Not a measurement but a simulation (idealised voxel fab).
Process module name: voxel capacitor over wiring
We display cut, a cross-section 205 nm in width whose square cells are each 5 nm.
A cross-section is a grid of square cells, given in bands from the top down. A band is one or more rows of cells.
Band entry format. Leading values: height of top, height of bottom, nm. Remainder: materials in left-to-right order, each with its width in nm. Special words: "full width" on a single material, which then fills the band edge to edge; "empty", empty space.
Height 0 is the level under which the wafer as received is all one material. The lowest band goes on downwards, as in "0 down".
The width entry "30 to 40" should be interpreted row by row: the top row of cells in the band takes the first number, the bottom row takes the second number, and the change between adjacent rows is uniform throughout.
"nothing different" -> step changed no cross-section cell.
Entry "Closed void roster". Content: empty spaces with no open connection to the top, size 8 cells or greater. Each: width x height at distance. Distance: from left edge. Unit: nm.
Note: text after step settings on the step line = simulator remark on that step.
On any step carrying a mask, the "overlay nm" setting, if present on the step's line, tells how far right of its planned place the mask lay; negative values point to the left.

## Listed below are the process steps as planned
| 1 | RECEIVE,material Si |
| 2 | CONFORMAL_DEP,material SiO2,thk nm 15 |
| 3 | DIRECTIONAL_DEP,material TiN,thk nm 5 |
| 4 | DIRECTIONAL_DEP,material Ru,thk nm 20 |
| 5 | PATTERN,tone cover,mask id METAL_1,material resist,width nm 25,pitch nm 90,thk nm 20,overlay nm 0 |
| 6 | DIRECTIONAL_ETCH,etch materials Ru,depth nm 20 |
| 7 | DIRECTIONAL_ETCH,etch materials TiN,depth nm 5 |
| 8 | STRIP,etch materials resist |
| 9 | CONFORMAL_DEP,material SiCN,thk nm 5 |
| 10 | FILL_DEP,material lowk,thk nm 5 |
| 11 | CMP,height nm 40 |
| 12 | CONFORMAL_DEP,material SiCN,thk nm 5 |
| 13 | DIRECTIONAL_DEP,material SiO2,thk nm 10 |
| 14 | PATTERN,tone open,mask id PLUG_1,material resist,width nm 15,thk nm 20,overlay nm 0 |
| 15 | DIRECTIONAL_ETCH,etch materials SiO2,depth nm 10 |
| 16 | DIRECTIONAL_ETCH,etch materials SiCN,depth nm 5 |
| 17 | STRIP,etch materials resist |
| 18 | EPI,material Ru,thk nm 10 |
| 19 | EPI,material Ru,thk nm 5 |
| 20 | DIRECTIONAL_DEP,material TiN,thk nm 10 |
| 21 | DIRECTIONAL_DEP,material Al2O3,thk nm 5 |
| 22 | DIRECTIONAL_DEP,material TiN,thk nm 10 |
| 23 | PATTERN,tone cover,mask id UPPER_PLATE,material resist,width nm 70,thk nm 15,overlay nm 0 |
| 24 | DIRECTIONAL_ETCH,etch materials TiN,depth nm 10 |
| 25 | DIRECTIONAL_ETCH,etch materials Al2O3,depth nm 5 |
| 26 | STRIP,etch materials resist |
| 27 | PATTERN,tone cover,mask id LOWER_PLATE,material resist,width nm 80,thk nm 20,overlay nm 0 |
| 28 | DIRECTIONAL_ETCH,etch materials TiN,depth nm 10 |
| 29 | STRIP,etch materials resist |
| 30 | FILL_DEP,material SiO2,thk nm 20 |
| 31 | CMP,height nm 95 |
| 32 | DIRECTIONAL_DEP,material aC,thk nm 15 |
| 33 | PATTERN,tone open,mask id PLUG_2,material resist,width nm 15,thk nm 30,overlay nm 0 |
| 34 | DIRECTIONAL_ETCH,etch materials aC,depth nm 15 |
| 35 | STRIP,etch materials resist |
| 36 | DIRECTIONAL_ETCH,etch materials SiO2,depth nm 15 |
| 37 | STRIP,etch materials aC |
| 38 | CONFORMAL_DEP,material TiN,thk nm 5 |
| 39 | FILL_DEP,material W,thk nm 10 |
| 40 | CMP,height nm 95 |
| 41 | CONFORMAL_DEP,material SiCN,thk nm 5 |

## Incoming wafer in cross-section (state: after step 1)
0 down  Si full width
Closed void roster: none

## Final wafer profile in cross-section after the module, from the same start and plan as above, with one mistake made during processing
100 to 95  SiCN full width
95 to 90  SiO2 (65) / TiN (15) / SiO2 (125)
90 to 80  SiO2 (65) / TiN (60) / SiO2 (80)
80 to 75  SiO2 (70) / Al2O3 (55) / SiO2 (80)
75 to 65  SiO2 (50) / TiN (80) / SiO2 (75)
65 to 60  SiO2 (55) / Al2O3 (15) / SiO2 (135)
60 to 55  SiO2 (55) / TiN (15) / SiO2 (135)
55 to 50  SiCN (55) / TiN (15) / SiCN (135)
50 to 40  SiCN full width
40 to 20  lowk (40) / SiCN (5) / Ru (25) / SiCN (5) / lowk (55) / SiCN (5) / Ru (25) / SiCN (5) / lowk (40)
20 to 15  SiCN (45) / TiN (25) / SiCN (65) / TiN (25) / SiCN (45)
15 to 0  SiO2 full width
0 down  Si full width
Closed void roster: none
Want to know what went wrong? step 12 was not run as planned; what actually ran was CONFORMAL_DEP,material SiCN,thk nm 15
